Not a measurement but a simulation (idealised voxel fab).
Process module, titled voxel wiring stack
Cross-sectional view cut (width: 280 nm; square cell size: 5 nm).
In this document a cross-section is written as a grid of square cells. It is given as a series of bands, listed from the top down, and a band is one or more rows of cells. The band entry comprises the height of the band's top followed by the height of its bottom, expressed in nm, and subsequently the band's materials from left to right, each stated together with its width in nm. Where a single material is marked with the word "all across", that material fills the band from edge to edge. The word "air" represents empty space. A quick word on heights: they are counted from 0, and under that level the wafer as it came to us is one material throughout. The lowest band is different from the rest in having no bottom; it simply continues downward, written as in "0..down". Width spec "30..40" -> top row of cells at first value, bottom row at second value, equal per-row change in between. When a step is marked "everything unchanged", none of the cells in the cross-section changed during that step. The label "Closed empty spaces" introduces a list of the empty spaces, 8 cells or larger, that have no open way up to the top; each entry in it reads width x height at distance, where the distance is taken from the left edge and all three are stated in nm. Text after the settings on a step's line: the simulator's own remark on that step. For masked steps, "overlay nm" on the step line gives how far right of plan the mask actually lay; a minus sign means it lay to the left.
These are the steps we planned for the process
1: RECEIVE (material Si)
2: CONFORMAL_DEP (material SiO2; thk nm 10)
3: CONFORMAL_DEP (material SiCN; thk nm 5)
4: DIRECTIONAL_DEP (material lowk; thk nm 25)
5: DIRECTIONAL_DEP (material aC; thk nm 10)
6: PATTERN (tone open; mask id METAL_1; material resist; width nm 30; pitch nm 55; thk nm 30; overlay nm 0)
7: DIRECTIONAL_ETCH (etch materials aC; depth nm 10)
8: STRIP (etch materials resist)
9: DIRECTIONAL_ETCH (etch materials lowk; depth nm 25)
10: DIRECTIONAL_ETCH (etch materials SiCN; depth nm 5)
11: STRIP (etch materials aC)
12: CONFORMAL_DEP (material TiN; thk nm 5)
13: FILL_DEP (material Ru; thk nm 5)
14: CMP (height nm 40)
15: EPI (material Ru; thk nm 5)
16: FILL_DEP (material SiCN; thk nm 5)
17: DIRECTIONAL_DEP (material lowk; thk nm 15)
18: DIRECTIONAL_DEP (material aC; thk nm 15)
19: PATTERN (tone open; mask id PLUG_1; material resist; width nm 15; pitch nm 110; thk nm 35; overlay nm 0)
20: DIRECTIONAL_ETCH (etch materials aC; depth nm 15)
21: STRIP (etch materials resist)
22: DIRECTIONAL_ETCH (etch materials lowk; depth nm 15)
23: DIRECTIONAL_ETCH (etch materials SiCN; depth nm 5)
24: STRIP (etch materials aC)
25: EPI (material Ru; thk nm 10)
26: EPI (material Ru; thk nm 10)
27: DIRECTIONAL_DEP (material TiN; thk nm 5)
28: DIRECTIONAL_DEP (material W; thk nm 25)
29: DIRECTIONAL_DEP (material aC; thk nm 10)
30: PATTERN (tone cover; mask id METAL_2; material resist; width nm 30; pitch nm 55; thk nm 30; overlay nm 0)
31: DIRECTIONAL_ETCH (etch materials aC; depth nm 10)
32: STRIP (etch materials resist)
33: DIRECTIONAL_ETCH (etch materials W; depth nm 25)
34: DIRECTIONAL_ETCH (etch materials TiN; depth nm 5)
35: STRIP (etch materials aC)
36: CONFORMAL_DEP (material SiCN; thk nm 5)
37: FILL_DEP (material lowk; thk nm 5)
38: CMP (height nm 95)
39: CONFORMAL_DEP (material SiCN; thk nm 5)
40: DIRECTIONAL_DEP (material SiO2; thk nm 20)
41: MASKED_ETCH (tone open; mask id PLUG_2; width nm 15; pitch nm 55; etch materials SiO2; depth nm 20; overlay nm 0)
42: MASKED_ETCH (tone open; mask id PLUG_2; width nm 15; pitch nm 55; etch materials SiCN; depth nm 5; overlay nm 0)
43: EPI (material Ru; thk nm 10)
44: EPI (material Ru; thk nm 10)
45: EPI (material Ru; thk nm 5)
46: DIRECTIONAL_DEP (material TiN; thk nm 5)
47: DIRECTIONAL_DEP (material Ru; thk nm 25)
48: MASKED_ETCH (tone cover; mask id METAL_3; width nm 30; pitch nm 55; etch materials Ru; depth nm 25; overlay nm 0)
49: MASKED_ETCH (tone cover; mask id METAL_3; width nm 30; pitch nm 55; etch materials TiN; depth nm 5; overlay nm 0)
50: FILL_DEP (material lowk; thk nm 5)
51: CMP (height nm 150)
52: CONFORMAL_DEP (material SiN; thk nm 5)
As-received wafer cross-section (after step 1)
    0..down: Si all across
    Closed empty spaces: none
Cross-sectional result after module completion. Note: starting condition and plan are unchanged from above; one processing mistake was made
    155..150: SiN all across
    150..125: lowk (40), Ru (30), lowk (25), Ru (30), lowk (25), Ru (30), lowk (25), Ru (30), lowk (45)
    125..120: lowk (40), TiN (30), lowk (25), TiN (30), lowk (25), TiN (30), lowk (25), TiN (30), lowk (45)
    120..100: SiO2 (40), Ru (15), SiO2 (40), Ru (15), SiO2 (40), Ru (15), SiO2 (40), Ru (15), SiO2 (60)
    100..95: SiCN (40), Ru (15), SiCN (40), Ru (15), SiCN (40), Ru (15), SiCN (40), Ru (15), SiCN (60)
    95..70: lowk (35), SiCN (5), W (30), SiCN (5), lowk (15), SiCN (5), W (30), SiCN (5), lowk (15), SiCN (5), W (30), SiCN (5), lowk (15), SiCN (5), W (30), SiCN (5), lowk (40)
    70..65: SiCN (40), TiN (30), SiCN (25), TiN (30), SiCN (25), TiN (30), SiCN (25), TiN (30), SiCN (45)
    65..50: lowk (40), Ru (15), lowk (95), Ru (15), lowk (115)
    50..45: SiCN (40), Ru (15), SiCN (95), Ru (15), SiCN (115)
    45..40: SiCN (45), Ru (40), SiCN (15), Ru (40), SiCN (15), Ru (40), SiCN (15), Ru (40), SiCN (30)
    40..15: lowk (50), TiN (5), Ru (20), TiN (5), lowk (25), TiN (5), Ru (20), TiN (5), lowk (25), TiN (5), Ru (20), TiN (5), lowk (25), TiN (5), Ru (20), TiN (5), lowk (35)
    15..10: SiCN (50), TiN (30), SiCN (25), TiN (30), SiCN (25), TiN (30), SiCN (25), TiN (30), SiCN (35)
    10..0: SiO2 all across
    0..down: Si all across
    Closed empty spaces: none
Nonconformance to the process plan: in deviation from the planned setting, step 6 was conducted as PATTERN (tone open; mask id METAL_1; material resist; width nm 30; pitch nm 55; thk nm 30; overlay nm 10)
